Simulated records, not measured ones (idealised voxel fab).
process module | voxel quadruple lines
cross-section cut | 140 nm wide | cells 5 nm
A cross-section is a grid of square cells, given in bands from the top down. A band is one or more rows of cells.
Each band's line starts with the height of the band's top and of its bottom, in nm. Then come its materials from left to right, each with its width in nm. One material with "throughout" fills the band from edge to edge. "air" is empty space.
Height 0 is the level under which the wafer as received is all one material. The lowest band goes on downwards, as in "0 down".
A width such as "30 to 40" changes by the same amount from each row of cells to the next, from the band's top row to its bottom row.
"no change" after a step means that no cell of the cross-section changed.
closed voids: empty space of 8 cells or more with no open way to the top, each as width x height at its distance from the left edge, in nm
after a step's settings: what the simulator itself notes on the step
overlay nm, on a step with a mask: how far to the right of its planned place the mask lay; to the left if negative
plan
1 op RECEIVE | material Si
2 op CONFORMAL_DEP | material Al2O3 | thk nm 10
3 op DIRECTIONAL_DEP | material W | thk nm 15
4 op DIRECTIONAL_DEP | material polySi | thk nm 20
5 op DIRECTIONAL_DEP | material aC | thk nm 20
6 op PATTERN | tone cover | mask id MANDREL | material resist | width nm 15 | thk nm 25 | overlay nm 0
7 op DIRECTIONAL_ETCH | etch materials aC | depth nm 20
8 op STRIP | etch materials resist
9 op CONFORMAL_DEP | material SiO2 | thk nm 10
10 op DIRECTIONAL_ETCH | etch materials SiO2 | depth nm 10
11 op STRIP | etch materials aC
12 op DIRECTIONAL_ETCH | etch materials polySi | depth nm 20
13 op STRIP | etch materials SiO2
14 op CONFORMAL_DEP | material SiN | thk nm 5
15 op DIRECTIONAL_ETCH | etch materials SiN | depth nm 5
16 op STRIP | etch materials polySi
17 op DIRECTIONAL_ETCH | etch materials W | depth nm 15
18 op STRIP | etch materials SiN
19 op FILL_DEP | material lowk | thk nm 5
20 op CMP | height nm 25
varied across the wafers: width nm of step 6. The plan shows the first wafer's value. All wafers start alike
first wafer as received, after step 1
  0 down: Si throughout
  closed voids: none
first wafer at the end, after step 20
  25 to 10: lowk 50 | W 5 | lowk 10 | W 5 | lowk 5 | W 5 | lowk 10 | W 5 | lowk 45
  10 to 0: Al2O3 throughout
  0 down: Si throughout
  closed voids: none
last wafer at the end
  25 to 10: lowk 40 | W 5 | lowk 10 | W 5 | lowk 25 | W 5 | lowk 10 | W 5 | lowk 35
  10 to 0: Al2O3 throughout
  0 down: Si throughout
  closed voids: none
each wafer at the end: cells of each material gained (+) or lost (-) since it was received, then its closed voids
width nm 15 | +56 Al2O3 | +12 W | +72 lowk | closed voids: none
width nm 20 | +56 Al2O3 | +12 W | +72 lowk | closed voids: none
width nm 25 | +56 Al2O3 | +12 W | +72 lowk | closed voids: none
width nm 30 | +56 Al2O3 | +12 W | +72 lowk | closed voids: none
width nm 35 | +56 Al2O3 | +12 W | +72 lowk | closed voids: none
